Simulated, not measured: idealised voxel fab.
Documented hereafter: the process module known as voxel self aligned vias.
Cross-sectional view cut (width: 275 nm; square cell size: 5 nm).
Cross-section layout: square cells on a grid; listed as bands, top to bottom; a band spans one or more cell rows. Basically the band line says how high the top is and how high the bottom is, in nm, and then what's in it from left to right, every material with its width in nm. Empty space shows up as "air", and if a single material carries "edge to edge" it runs the full band edge to edge. Convention: height 0 is the level below which the wafer, as received, is all one material. The lowest band does not terminate at the bottom but continues downward, represented as "0..down". The notation "30->40" denotes a width that varies across the rows of cells in the band, beginning at the first number in the top row, finishing at the second number in the bottom row, and changing by an identical amount from each row to the next. Step note "left unchanged" = no cross-section cell changed. Under "Sealed voids" you'll find the enclosed gaps, the ones with no way out to the top, that are 8 cells or bigger; each reads width x height at distance, with distance counted from the left edge, everything in nm. Text after the settings on a step's line: the simulator's own remark on that step. overlay nm: step with mask; distance mask lay right of planned place; negative value = left of planned place.
[Listed below are the process steps as planned]
- 1: RECEIVE [material Si]
- 2: CONFORMAL_DEP [material SiO2] [thk nm 15]
- 3: CONFORMAL_DEP [material SiCN] [thk nm 5]
- 4: DIRECTIONAL_DEP [material SiO2] [thk nm 30]
- 5: DIRECTIONAL_DEP [material aC] [thk nm 15]
- 6: PATTERN [tone open] [mask id LINES] [material resist] [width nm 20] [pitch nm 65] [thk nm 35] [overlay nm 0]
- 7: DIRECTIONAL_ETCH [etch materials aC] [depth nm 15]
- 8: STRIP [etch materials resist]
- 9: DIRECTIONAL_ETCH [etch materials SiO2] [depth nm 30]
- 10: STRIP [etch materials aC]
- 11: CONFORMAL_DEP [material TiN] [thk nm 5]
- 12: FILL_DEP [material W] [thk nm 5]
- 13: CMP [height nm 50]
- 14: SELECTIVE_ETCH [etch materials W Ru TiN] [depth nm 5]
- 15: FILL_DEP [material SiN] [thk nm 10]
- 16: CMP [height nm 50]
- 17: DIRECTIONAL_DEP [material SiO2] [thk nm 15]
- 18: DIRECTIONAL_DEP [material aC] [thk nm 15]
- 19: PATTERN [tone open] [mask id VIAS] [material resist] [width nm 40] [pitch nm 130] [thk nm 35] [overlay nm 0]
- 20: DIRECTIONAL_ETCH [etch materials aC] [depth nm 15]
- 21: STRIP [etch materials resist]
- 22: DIRECTIONAL_ETCH [etch materials SiO2] [depth nm 15]
- 23: DIRECTIONAL_ETCH [etch materials SiN] [depth nm 5]
- 24: STRIP [etch materials aC]
- 25: CONFORMAL_DEP [material TiN] [thk nm 5]
- 26: FILL_DEP [material Cu] [thk nm 5]
- 27: CMP [height nm 65]
- 28: CONFORMAL_DEP [material SiCN] [thk nm 5]
[As-received wafer cross-section (after step 1)]
> 0..down  Si edge to edge
> Sealed voids: none
[Cross-section at module end, one run error; start and plan unchanged from above]
> 70..65  SiCN edge to edge
> 65..50  50 nm SiO2, then 5 nm TiN, then 30 nm Cu, then 5 nm TiN, then 90 nm SiO2, then 5 nm TiN, then 30 nm Cu, then 5 nm TiN, then 55 nm SiO2
> 50..45  50 nm SiN, then 40 nm TiN, then 90 nm SiN, then 40 nm TiN, then 55 nm SiN
> 45..20  60 nm SiO2, then 5 nm TiN, then 10 nm W, then 5 nm TiN, then 45 nm SiO2, then 5 nm TiN, then 10 nm W, then 5 nm TiN, then 45 nm SiO2, then 5 nm TiN, then 10 nm W, then 5 nm TiN, then 65 nm SiO2
> 20..15  60 nm SiO2, then 20 nm TiN, then 45 nm SiO2, then 20 nm TiN, then 45 nm SiO2, then 20 nm TiN, then 65 nm SiO2
> 15..0  SiO2 edge to edge
> 0..down  Si edge to edge
> Sealed voids: none
Short version of what went wrong: step 3 in the plan did not get run; it was skipped
